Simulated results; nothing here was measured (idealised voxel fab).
The document below concerns the process module designated voxel capacitor over wiring.
For reference, the cross-section in this document is cut, with width 200 nm and square cells of 5 nm.
Cross-section spec: square-cell grid; bands listed top down; each band is one or more rows.
Each band's line starts with the height of the band's top and of its bottom, in nm. Then come its materials from left to right, each with its width in nm. One material with "full width" fills the band from edge to edge. "blank" is empty space.
Convention: height 0 is the level below which the wafer, as received, is all one material. The lowest band does not terminate at the bottom but continues downward, represented as "from 0 down".
Top row gets the first number, bottom row gets the second, and each row in between changes by the same step: that is how a band width like "30->40" works.
"no modifications" (step): cross-section cells unchanged, all of them.
Look at "Closed void register" for the closed voids: empty spaces with no open path to the top, sized 8 cells or up. Each is width x height at distance, distance from the left edge, all nm.
Where a step's line continues beyond its settings, the continuation is a remark by the simulator itself on that step.
"overlay nm" answers the question of how far to the right of plan the mask lay on a step that has a mask, and when it is negative the answer is to the left.

# Intended process steps
step 1: RECEIVE [material Si]
step 2: CONFORMAL_DEP [material SiO2] [thk nm 15]
step 3: DIRECTIONAL_DEP [material TiN] [thk nm 5]
step 4: DIRECTIONAL_DEP [material Ru] [thk nm 25]
step 5: PATTERN [tone cover] [mask id METAL_1] [material resist] [width nm 25] [pitch nm 85] [thk nm 20] [overlay nm 0]
step 6: DIRECTIONAL_ETCH [etch materials Ru] [depth nm 25]
step 7: DIRECTIONAL_ETCH [etch materials TiN] [depth nm 5]
step 8: STRIP [etch materials resist]
step 9: FILL_DEP [material SiO2] [thk nm 10]
step 10: CMP [height nm 45]
step 11: CONFORMAL_DEP [material SiCN] [thk nm 5]
step 12: DIRECTIONAL_DEP [material lowk] [thk nm 20]
step 13: MASKED_ETCH [tone open] [mask id PLUG_1] [width nm 15] [etch materials lowk] [depth nm 20] [overlay nm 0]
step 14: MASKED_ETCH [tone open] [mask id PLUG_1] [width nm 15] [etch materials SiCN] [depth nm 5] [overlay nm 0]
step 15: EPI [material Ru] [thk nm 10]
step 16: EPI [material Ru] [thk nm 10]
step 17: EPI [material Ru] [thk nm 5]
step 18: DIRECTIONAL_DEP [material TiN] [thk nm 10]
step 19: DIRECTIONAL_DEP [material HfO2] [thk nm 5]
step 20: DIRECTIONAL_DEP [material TiN] [thk nm 10]
step 21: DIRECTIONAL_DEP [material aC] [thk nm 10]
step 22: PATTERN [tone cover] [mask id UPPER_PLATE] [material resist] [width nm 65] [thk nm 30] [overlay nm 0]
step 23: DIRECTIONAL_ETCH [etch materials aC] [depth nm 10]
step 24: STRIP [etch materials resist]
step 25: DIRECTIONAL_ETCH [etch materials TiN] [depth nm 10]
step 26: DIRECTIONAL_ETCH [etch materials HfO2] [depth nm 5]
step 27: STRIP [etch materials aC]
step 28: DIRECTIONAL_DEP [material aC] [thk nm 15]
step 29: PATTERN [tone cover] [mask id LOWER_PLATE] [material resist] [width nm 75] [thk nm 35] [overlay nm 0]
step 30: DIRECTIONAL_ETCH [etch materials aC] [depth nm 15]
step 31: STRIP [etch materials resist]
step 32: DIRECTIONAL_ETCH [etch materials TiN] [depth nm 10]
step 33: STRIP [etch materials aC]
step 34: FILL_DEP [material SiO2] [thk nm 20]
step 35: CMP [height nm 110]
step 36: PATTERN [tone open] [mask id PLUG_2] [material resist] [width nm 15] [thk nm 15] [overlay nm 0]
step 37: DIRECTIONAL_ETCH [etch materials SiO2] [depth nm 15]
step 38: STRIP [etch materials resist]
step 39: CONFORMAL_DEP [material TiN] [thk nm 5]
step 40: FILL_DEP [material Ru] [thk nm 10]
step 41: CMP [height nm 110]
step 42: CONFORMAL_DEP [material SiN] [thk nm 5]

# Step 1 complete: cross-section of the wafer as received
  from 0 down | Si full width
  Closed void register: none

# This is how the wafer looks in cross-section once the module is done, given the starting state and plan above and one mistake in carrying the plan out
  from 115 to 110 | SiN full width
  from 110 to 100 | 65 of SiO2 / 5 of TiN / 5 of Ru / 5 of TiN / 120 of SiO2
  from 100 to 95 | 65 of SiO2 / 15 of TiN / 120 of SiO2
  from 95 to 85 | 50 of SiO2 / 5 of TiN / 65 of SiO2 / 5 of TiN / 75 of SiO2
  from 85 to 80 | 55 of HfO2 / 65 of SiO2 / 80 of HfO2
  from 80 to 70 | TiN full width
  from 70 to 50 | 55 of lowk / 15 of Ru / 130 of lowk
  from 50 to 45 | 55 of SiCN / 15 of Ru / 130 of SiCN
  from 45 to 20 | 45 of SiO2 / 25 of Ru / 60 of SiO2 / 25 of Ru / 45 of SiO2
  from 20 to 15 | 45 of SiO2 / 25 of TiN / 60 of SiO2 / 25 of TiN / 45 of SiO2
  from 15 to 0 | SiO2 full width
  from 0 down | Si full width
  Closed void register: none
It is concluded that the wafer was processed incorrectly with respect to the plan, in that step 22 ran with different settings than intended, the actual operation and settings being PATTERN [tone open] [mask id UPPER_PLATE] [material resist] [width nm 65] [thk nm 30] [overlay nm 0]
